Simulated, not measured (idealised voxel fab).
process module | voxel released beams
cross-section cut | 290 nm wide | cells 5 nm
A cross-section is a grid of square cells, given in bands from the top down. A band is one or more rows of cells.
Each band's line starts with the height of the band's top and of its bottom, in nm. Then come its materials from left to right, each with its width in nm. One material with "throughout" fills the band from edge to edge. "air" is empty space.
Height 0 is the level under which the wafer as received is all one material. The lowest band goes on downwards, as in "0 down".
A width such as "30 to 40" changes by the same amount from each row of cells to the next, from the band's top row to its bottom row.
"no change" after a step means that no cell of the cross-section changed.
closed voids: empty space of 8 cells or more with no open way to the top, each as width x height at its distance from the left edge, in nm
after a step's settings: what the simulator itself notes on the step
overlay nm, on a step with a mask: how far to the right of its planned place the mask lay; to the left if negative
plan
1 op RECEIVE | material Si
2 op CONFORMAL_DEP | material Al2O3 | thk nm 5
3 op DIRECTIONAL_DEP | material SiO2 | thk nm 15
4 op PATTERN | tone open | mask id ANCHOR | material resist | width nm 25 | thk nm 15 | overlay nm 0
5 op DIRECTIONAL_ETCH | etch materials SiO2 | depth nm 15
6 op STRIP | etch materials resist
7 op CONFORMAL_DEP | material polySi | thk nm 10
8 op MASKED_ETCH | tone cover | mask id BEAM | width nm 95 | etch materials polySi | depth nm 10 | overlay nm 0
9 op STRIP | etch materials SiO2
first wafer, as planned
as received, after step 1
  0 down: Si throughout
  closed voids: none
after step 2
  5 to 0: Al2O3 throughout
  below 0: unchanged
after step 3
  20 to 5: SiO2 throughout
  below 5: unchanged
after step 4
  35 to 20: resist 100 | air 25 | resist 165
  below 20: unchanged
after step 5
  35 to 20: resist 100 | air 25 | resist 165
  20 to 5: SiO2 100 | air 25 | SiO2 165
  below 5: unchanged
after step 6
  20 to 5: SiO2 100 | air 25 | SiO2 165
  below 5: unchanged
after step 7
  30 to 20: polySi 110 | air 5 | polySi 175
  20 to 15: SiO2 100 | polySi 10 | air 5 | polySi 10 | SiO2 165
  15 to 5: SiO2 100 | polySi 25 | SiO2 165
  below 5: unchanged
after step 8
  30 to 20: air 95 | polySi 15 | air 5 | polySi 75 | air 100
  below 20: unchanged
after step 9
  30 to 20: air 95 | polySi 15 | air 5 | polySi 75 | air 100
  20 to 15: air 100 | polySi 10 | air 5 | polySi 10 | air 165
  15 to 5: air 100 | polySi 25 | air 165
  below 5: unchanged
second wafer: like start, like plan, one mistake. Through step 3 it matches the first wafer
when step 4 should have ended
  35 to 20: air 100 | resist 25 | air 165
  below 20: unchanged
when step 5 should have ended
  35 to 20: air 100 | resist 25 | air 165
  20 to 5: air 100 | SiO2 25 | air 165
  below 5: unchanged
when step 6 should have ended
  20 to 5: air 100 | SiO2 25 | air 165
  below 5: unchanged
when step 7 should have ended
  30 to 20: air 90 | polySi 45 | air 155
  20 to 15: air 90 | polySi 10 | SiO2 25 | polySi 10 | air 155
  15 to 5: polySi 100 | SiO2 25 | polySi 165
  below 5: unchanged
when step 8 should have ended
  30 to 20: air 95 | polySi 40 | air 155
  20 to 15: air 90 | polySi 10 | SiO2 25 | polySi 10 | air 155
  15 to 5: air 90 | polySi 10 | SiO2 25 | polySi 65 | air 100
  below 5: unchanged
when step 9 should have ended: no change
what went wrong: step 4 ran as: op PATTERN | tone cover | mask id ANCHOR | material resist | width nm 25 | thk nm 15 | overlay nm 0
at the end the second wafer has, in cells: 15 more of SiO2
